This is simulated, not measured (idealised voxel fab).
Process module, titled voxel self aligned contacts
The cross-section shown here is cut; it is 280 nm wide and divided into square cells measuring 5 nm on a side.
Cross-section = grid of square cells, listed top down in bands; band = one or more rows. It is stipulated that each band's entry specify, in nanometres, the height of the top of the band and then that of its bottom, followed by the materials of the band in left-to-right sequence, each together with its width in nanometres. A single material marked by the word "everywhere" is understood to fill the band from edge to edge; the word "air" is understood to denote empty space. Height 0 is the level under which the wafer as received is all one material. The lowest band goes on downwards, as in "from 0 down". Quick explanation for "30 to 40": the width changes in equal steps down the rows of cells, from the first number in the band's top row to the second number in its bottom row. When a step is marked "nothing altered", none of the cells in the cross-section changed during that step. The entry titled "Cavities, closed" provides the empty spaces that have no open way to the top, restricted to those of 8 cells or more. Each is presented as width x height at distance, the distance being measured from the left edge, with all three in nm. On a step's line, text after the settings is the simulator commenting on that step. "overlay nm" on a masked step: distance the mask lay right of its planned place, negative for left.

## Process steps foreseen in the plan
- 1: RECEIVE, material Si
- 2: CONFORMAL_DEP, material SiO2, thk nm 5
- 3: DIRECTIONAL_DEP, material polySi, thk nm 20
- 4: DIRECTIONAL_DEP, material SiN, thk nm 20
- 5: MASKED_ETCH, tone cover, mask id GATE, width nm 25, pitch nm 55, etch materials SiN, depth nm 20, overlay nm 0
- 6: MASKED_ETCH, tone cover, mask id GATE, width nm 25, pitch nm 55, etch materials polySi, depth nm 20, overlay nm 0
- 7: CONFORMAL_DEP, material SiN, thk nm 5
- 8: DIRECTIONAL_ETCH, etch materials SiN, depth nm 5
- 9: FILL_DEP, material SiO2, thk nm 15
- 10: CMP, height nm 50
- 11: MASKED_ETCH, tone open, mask id CONTACT, width nm 40, pitch nm 55, etch materials SiO2, depth nm 50, overlay nm 0
- 12: CONFORMAL_DEP, material TiN, thk nm 5
- 13: FILL_DEP, material W, thk nm 5
- 14: CMP, height nm 50
- 15: CONFORMAL_DEP, material SiCN, thk nm 5

## Delivered wafer in cross-section: state after step 1
    from 0 down: Si everywhere
    Cavities, closed: none

## Starting wafer: above. Plan: above. Run: one mistake. Cross-section after the module: below
    from 55 to 50: SiCN everywhere
    from 50 to 45: SiO2 (90)  TiN (25)  W (10)  TiN (5)  SiO2 (15)  TiN (25)  W (10)  TiN (5)  SiO2 (95)
    from 45 to 30: SiO2 (75)  SiN (35)  TiN (5)  W (10)  TiN (5)  SiN (35)  TiN (5)  W (10)  TiN (5)  SiN (35)  SiO2 (60)
    from 30 to 25: SiO2 (75)  SiN (35)  TiN (20)  SiN (35)  TiN (20)  SiN (35)  SiO2 (60)
    from 25 to 5: SiO2 (65)  SiN (5)  polySi (35)  SiN (5)  TiN (10)  SiN (5)  polySi (35)  SiN (5)  TiN (10)  SiN (5)  polySi (35)  SiN (5)  SiO2 (60)
    from 5 to 0: SiO2 (110)  TiN (10)  SiO2 (45)  TiN (10)  SiO2 (105)
    from 0 down: Si everywhere
    Cavities, closed: none
Nonconformance to the process plan: note that step 5 departed from the planned setting and was carried out as MASKED_ETCH, tone cover, mask id GATE, width nm 25, pitch nm 55, etch materials SiN, depth nm 20, overlay nm 10
